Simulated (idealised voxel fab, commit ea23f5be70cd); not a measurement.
Process module name: voxel wiring stack
We display cut, a cross-section 280 nm in width whose square cells are each 5 nm.
A cross-section is a grid of square cells, given in bands from the top down. A band is one or more rows of cells. What a band's entry tells you: where the top is and where the bottom is, as heights in nm, and after that what lies inside, material by material from left to right, each with its width in nm. Empty space is written as the word "blank", and a single material marked with the word "throughout" occupies the band from edge to edge. For the purposes of this specification, 0 denotes the height below which the wafer in its as-received condition is composed wholly of one material, and the lowermost band, lacking a lower limit, extends downward without end, as expressed in "top 0, no bottom". Width spec "30->40" -> top row of cells at first value, bottom row at second value, equal per-row change in between. It should be understood that the words "no change", when stated for a given step, signify that the cross-section underwent no change in any of its cells during that step. Voids not open to the top, 8 cells minimum: see "Closed empty spaces". Written width x height at distance; distance is from the left edge; nm. Note: text after step settings on the step line = simulator remark on that step. overlay nm: right-of-plan distance of the mask on a masked step; negative values mean left-of-plan.
[Process steps - plan]
step 1: op RECEIVE | material Si
step 2: op CONFORMAL_DEP | material SiO2 | thk nm 15
step 3: op CONFORMAL_DEP | material SiN | thk nm 5
step 4: op DIRECTIONAL_DEP | material lowk | thk nm 15
step 5: op DIRECTIONAL_DEP | material aC | thk nm 15
step 6: op PATTERN | tone open | mask id METAL_1 | material resist | width nm 25 | pitch nm 55 | thk nm 35 | overlay nm 0
step 7: op DIRECTIONAL_ETCH | etch materials aC | depth nm 15
step 8: op STRIP | etch materials resist
step 9: op DIRECTIONAL_ETCH | etch materials lowk | depth nm 15
step 10: op DIRECTIONAL_ETCH | etch materials SiN | depth nm 5
step 11: op STRIP | etch materials aC
step 12: op CONFORMAL_DEP | material TiN | thk nm 5
step 13: op FILL_DEP | material Cu | thk nm 10
step 14: op CMP | height nm 35
step 15: op EPI | material Ru | thk nm 5
step 16: op FILL_DEP | material SiCN | thk nm 5
step 17: op DIRECTIONAL_DEP | material SiO2 | thk nm 25
step 18: op MASKED_ETCH | tone open | mask id METAL_2 | width nm 25 | pitch nm 55 | etch materials SiO2 | depth nm 15 | overlay nm 0
step 19: op PATTERN | tone open | mask id METAL_2_HOLES | material resist | width nm 15 | thk nm 20 | overlay nm 0
step 20: op DIRECTIONAL_ETCH | etch materials SiO2 | depth nm 10
step 21: op DIRECTIONAL_ETCH | etch materials SiCN | depth nm 5
step 22: op STRIP | etch materials resist
step 23: op CONFORMAL_DEP | material TiN | thk nm 5
step 24: op FILL_DEP | material Cu | thk nm 5
step 25: op CMP | height nm 70
step 26: op CONFORMAL_DEP | material SiCN | thk nm 5
step 27: op DIRECTIONAL_DEP | material SiO2 | thk nm 30
step 28: op PATTERN | tone open | mask id METAL_3 | material resist | width nm 25 | pitch nm 55 | thk nm 15 | overlay nm 0
step 29: op DIRECTIONAL_ETCH | etch materials SiO2 | depth nm 15
step 30: op STRIP | etch materials resist
step 31: op PATTERN | tone open | mask id METAL_3_HOLES | material resist | width nm 15 | pitch nm 55 | thk nm 15 | overlay nm 0
step 32: op DIRECTIONAL_ETCH | etch materials SiO2 | depth nm 15
step 33: op DIRECTIONAL_ETCH | etch materials SiCN | depth nm 5
step 34: op STRIP | etch materials resist
step 35: op CONFORMAL_DEP | material TiN | thk nm 5
step 36: op FILL_DEP | material Ru | thk nm 10
step 37: op CMP | height nm 105
step 38: op CONFORMAL_DEP | material SiCN | thk nm 5
[Incoming wafer in cross-section (state: after step 1)]
	top 0, no bottom = Si throughout
	Closed empty spaces: none
[Run as planned - first of the two wafers cross-sectioned at the end of the module]
	top 110, bottom 105 = SiCN throughout
	top 105, bottom 95 = SiO2 100, then TiN 5, then Ru 15, then TiN 5, then SiO2 30, then TiN 5, then Ru 15, then TiN 5, then SiO2 100
	top 95, bottom 90 = SiO2 100, then TiN 5, then Ru 5, then TiN 15, then SiO2 30, then TiN 5, then Ru 5, then TiN 15, then SiO2 100
	top 90, bottom 75 = SiO2 100, then TiN 5, then Ru 5, then TiN 5, then SiO2 40, then TiN 5, then Ru 5, then TiN 5, then SiO2 110
	top 75, bottom 70 = SiCN 100, then TiN 15, then SiCN 40, then TiN 15, then SiCN 110
	top 70, bottom 60 = SiO2 100, then TiN 5, then Cu 15, then TiN 5, then SiO2 30, then TiN 5, then Cu 15, then TiN 5, then SiO2 100
	top 60, bottom 55 = SiO2 100, then TiN 5, then Cu 5, then TiN 15, then SiO2 30, then TiN 25, then SiO2 100
	top 55, bottom 45 = SiO2 100, then TiN 5, then Cu 5, then TiN 5, then SiO2 165
	top 45, bottom 40 = SiCN 100, then TiN 15, then SiCN 165
	top 40, bottom 35 = SiCN 95, then Ru 35, then SiCN 20, then Ru 35, then SiCN 95
	top 35, bottom 20 = lowk 100, then TiN 5, then Cu 15, then TiN 5, then lowk 30, then TiN 5, then Cu 15, then TiN 5, then lowk 100
	top 20, bottom 15 = SiN 100, then TiN 25, then SiN 30, then TiN 25, then SiN 100
	top 15, bottom 0 = SiO2 throughout
	top 0, no bottom = Si throughout
	Closed empty spaces: none
[Second wafer cross-section at end of module - shared start and plan with the first, one mistake in the run]
	top 110, bottom 105 = SiCN throughout
	top 105, bottom 95 = SiO2 100, then TiN 5, then Ru 15, then TiN 5, then SiO2 30, then TiN 5, then Ru 15, then TiN 5, then SiO2 100
	top 95, bottom 90 = SiO2 100, then TiN 5, then Ru 5, then TiN 15, then SiO2 30, then TiN 5, then Ru 5, then TiN 15, then SiO2 100
	top 90, bottom 75 = SiO2 100, then TiN 5, then Ru 5, then TiN 5, then SiO2 40, then TiN 5, then Ru 5, then TiN 5, then SiO2 110
	top 75, bottom 70 = SiCN 100, then TiN 15, then SiCN 40, then TiN 15, then SiCN 110
	top 70, bottom 60 = SiO2 100, then TiN 5, then Cu 15, then TiN 5, then SiO2 30, then TiN 5, then Cu 15, then TiN 5, then SiO2 100
	top 60, bottom 55 = SiO2 100, then TiN 5, then Cu 5, then TiN 15, then SiO2 30, then TiN 25, then SiO2 100
	top 55, bottom 45 = SiO2 100, then TiN 5, then Cu 5, then TiN 5, then SiO2 165
	top 45, bottom 40 = SiCN 100, then TiN 15, then SiCN 165
	top 40, bottom 35 = Ru 105, then SiCN 15, then Ru 40, then SiCN 15, then Ru 105
	top 35, bottom 20 = Cu 95, then TiN 5, then lowk 25, then TiN 5, then Cu 20, then TiN 5, then lowk 25, then TiN 5, then Cu 95
	top 20, bottom 15 = TiN 100, then SiN 25, then TiN 30, then SiN 25, then TiN 100
	top 15, bottom 0 = SiO2 throughout
	top 0, no bottom = Si throughout
	Closed empty spaces: none
What was the processing mistake? note that step 6 departed from the planned setting and was carried out as op PATTERN | tone cover | mask id METAL_1 | material resist | width nm 25 | pitch nm 55 | thk nm 35 | overlay nm 0
Final difference in cells, second wafer against first, listed per material as more or fewer: Cu: 108 more | Ru: 36 more | SiCN: 36 fewer | SiN: 36 fewer | TiN: 36 more | lowk: 108 fewer
